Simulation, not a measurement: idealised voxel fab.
process module | voxel gate over fins
cross-section cut | 230 nm wide | cells 5 nm
A cross-section is a grid of square cells, given in bands from the top down. A band is one or more rows of cells.
Each band's line starts with the height of the band's top and of its bottom, in nm. Then come its materials from left to right, each with its width in nm. One material with "throughout" fills the band from edge to edge. "air" is empty space.
Height 0 is the level under which the wafer as received is all one material. The lowest band goes on downwards, as in "0 down".
A width such as "30 to 40" changes by the same amount from each row of cells to the next, from the band's top row to its bottom row.
"no change" after a step means that no cell of the cross-section changed.
closed voids: empty space of 8 cells or more with no open way to the top, each as width x height at its distance from the left edge, in nm
after a step's settings: what the simulator itself notes on the step
overlay nm, on a step with a mask: how far to the right of its planned place the mask lay; to the left if negative
plan
1 op RECEIVE | material Si
2 op CONFORMAL_DEP | material SiN | thk nm 10
3 op PATTERN | tone cover | mask id FINS | material resist | width nm 15 | pitch nm 40 | thk nm 15 | overlay nm 0
4 op DIRECTIONAL_ETCH | etch materials SiN | depth nm 10
5 op DIRECTIONAL_ETCH | etch materials Si | depth nm 35
6 op STRIP | etch materials resist
7 op FILL_DEP | material SiO2 | thk nm 5
8 op CMP | height nm 10
9 op SELECTIVE_ETCH | etch materials SiO2 | depth nm 20
10 op STRIP | etch materials SiN
11 op CONFORMAL_DEP | material HfO2 | thk nm 5
12 op CONFORMAL_DEP | material TiN | thk nm 5
13 op CONFORMAL_DEP | material TiAl | thk nm 5
14 op CONFORMAL_DEP | material TiN | thk nm 5
15 op FILL_DEP | material W | thk nm 15
16 op CMP | height nm 30
17 op CONFORMAL_DEP | material SiCN | thk nm 5
as received, after step 1
  0 down: Si throughout
  closed voids: none
first wafer at the end, as planned
  35 to 30: SiCN throughout
  30 to 20: W throughout
  20 to 15: W 45 | TiN 135 | W 50
  15 to 10: W 45 | TiN 5 | TiAl 125 | TiN 5 | W 50
  10 to 5: TiN 50 | TiAl 5 | TiN 35 | TiAl 5 | TiN 35 | TiAl 5 | TiN 35 | TiAl 5 | TiN 55
  5 to 0: TiAl 55 | TiN 5 | HfO2 25 | TiN 5 | TiAl 5 | TiN 5 | HfO2 25 | TiN 5 | TiAl 5 | TiN 5 | HfO2 25 | TiN 5 | TiAl 60
  0 to -5: TiN 60 | HfO2 5 | Si 15 | HfO2 5 | TiN 15 | HfO2 5 | Si 15 | HfO2 5 | TiN 15 | HfO2 5 | Si 15 | HfO2 5 | TiN 65
  -5 to -10: HfO2 65 | Si 15 | HfO2 25 | Si 15 | HfO2 25 | Si 15 | HfO2 70
  -10 to -35: SiO2 65 | Si 15 | SiO2 25 | Si 15 | SiO2 25 | Si 15 | SiO2 70
  -35 down: Si throughout
  closed voids: none
second wafer at the end: like start, like plan, one mistake
  35 to 30: SiCN throughout
  30 to 20: W throughout
  20 to 15: W 45 | TiN 140 | W 45
  15 to 10: W 45 | TiN 5 | TiAl 130 | TiN 5 | W 45
  10 to 5: TiN 50 | TiAl 5 | TiN 120 | TiAl 5 | TiN 50
  5 to 0: TiAl 55 | TiN 5 | HfO2 30 | TiN 10 | HfO2 30 | TiN 10 | HfO2 30 | TiN 5 | TiAl 55
  0 to -5: TiN 60 | HfO2 5 | Si 20 | HfO2 5 | TiN 10 | HfO2 5 | Si 20 | HfO2 5 | TiN 10 | HfO2 5 | Si 20 | HfO2 5 | TiN 60
  -5 to -10: HfO2 65 | Si 20 | HfO2 20 | Si 20 | HfO2 20 | Si 20 | HfO2 65
  -10 to -35: SiO2 65 | Si 20 | SiO2 20 | Si 20 | SiO2 20 | Si 20 | SiO2 65
  -35 down: Si throughout
  closed voids: none
what went wrong: step 3 ran as: op PATTERN | tone cover | mask id FINS | material resist | width nm 20 | pitch nm 40 | thk nm 15 | overlay nm 0
at the end the second wafer has, in cells: 21 more of Si | 15 fewer of SiO2 | 4 fewer of TiAl | 2 fewer of W
